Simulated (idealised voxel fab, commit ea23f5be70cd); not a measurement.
You're looking at the process module voxel gate over fins.
Cross-section cut: width 235 nm, square cells of 5 nm.
A cross-section is written here as square cells arranged in a grid, and it is given in bands from the top down, each band taking up one or more rows of cells. Per band: top height and bottom height in nm, followed by the left-to-right materials and their widths in nm; "full width" marks a single material spanning edge to edge, "air" marks empty space. Beneath 0, the wafer as received is one material, and that level is where height counting begins. The lowest band goes on downward without a bottom; it is written like "0 down". Read "30..40" as a graded width: first number on top, second number at the bottom, same change between each pair of neighbouring rows. No cell of the cross-section changed in a step that is given as "no alteration". Empty spaces counting at least 8 cells and having no open way to the top are listed in "Enclosed void listing". The notation width x height at distance is used for each, the distance being from the left edge and all three values in nm. On each step's line, the part that comes after the settings is the simulator's own comment on the step. The "overlay nm" setting may appear on a step's line; for a step that uses a mask, it gives how far to the right of its planned position the mask lay, and a negative value indicates the left.
# The process steps that were planned are listed below
1 RECEIVE,material Si
2 CONFORMAL_DEP,material SiN,thk nm 5
3 PATTERN,tone cover,mask id FINS,material resist,width nm 15,pitch nm 35,thk nm 15,overlay nm 0
4 DIRECTIONAL_ETCH,etch materials SiN,depth nm 5
5 DIRECTIONAL_ETCH,etch materials Si,depth nm 35
6 STRIP,etch materials resist
7 FILL_DEP,material SiO2,thk nm 5
8 CMP,height nm 5
9 SELECTIVE_ETCH,etch materials SiO2,depth nm 15
10 STRIP,etch materials SiN
11 CONFORMAL_DEP,material HfO2,thk nm 5
12 CONFORMAL_DEP,material TiN,thk nm 5
13 FILL_DEP,material W,thk nm 10
14 CMP,height nm 15
15 CONFORMAL_DEP,material SiN,thk nm 5
# As-received state of the wafer in cross-section, equivalent to post-step 1
0 down: Si full width
Enclosed void listing: none
# What the wafer looks like in cross-section after this module, when it starts as shown above and follows the plan above but one mistake is made in running it
20 to 15: SiN full width
15 to 5: W full width
5 to 0: 70 nm W, 25 nm TiN, 10 nm W, 25 nm TiN, 10 nm W, 25 nm TiN, 70 nm W
0 to -5: 70 nm W, 5 nm TiN, 15 nm Si, 5 nm TiN, 10 nm W, 5 nm TiN, 15 nm Si, 5 nm TiN, 10 nm W, 5 nm TiN, 15 nm Si, 5 nm TiN, 70 nm W
-5 to -10: 75 nm TiN, 15 nm Si, 20 nm TiN, 15 nm Si, 20 nm TiN, 15 nm Si, 75 nm TiN
-10 to -35: 75 nm SiO2, 15 nm Si, 20 nm SiO2, 15 nm Si, 20 nm SiO2, 15 nm Si, 75 nm SiO2
-35 down: Si full width
Enclosed void listing: none
Want to know what went wrong? yeah, step 11 of the plan got skipped, never ran
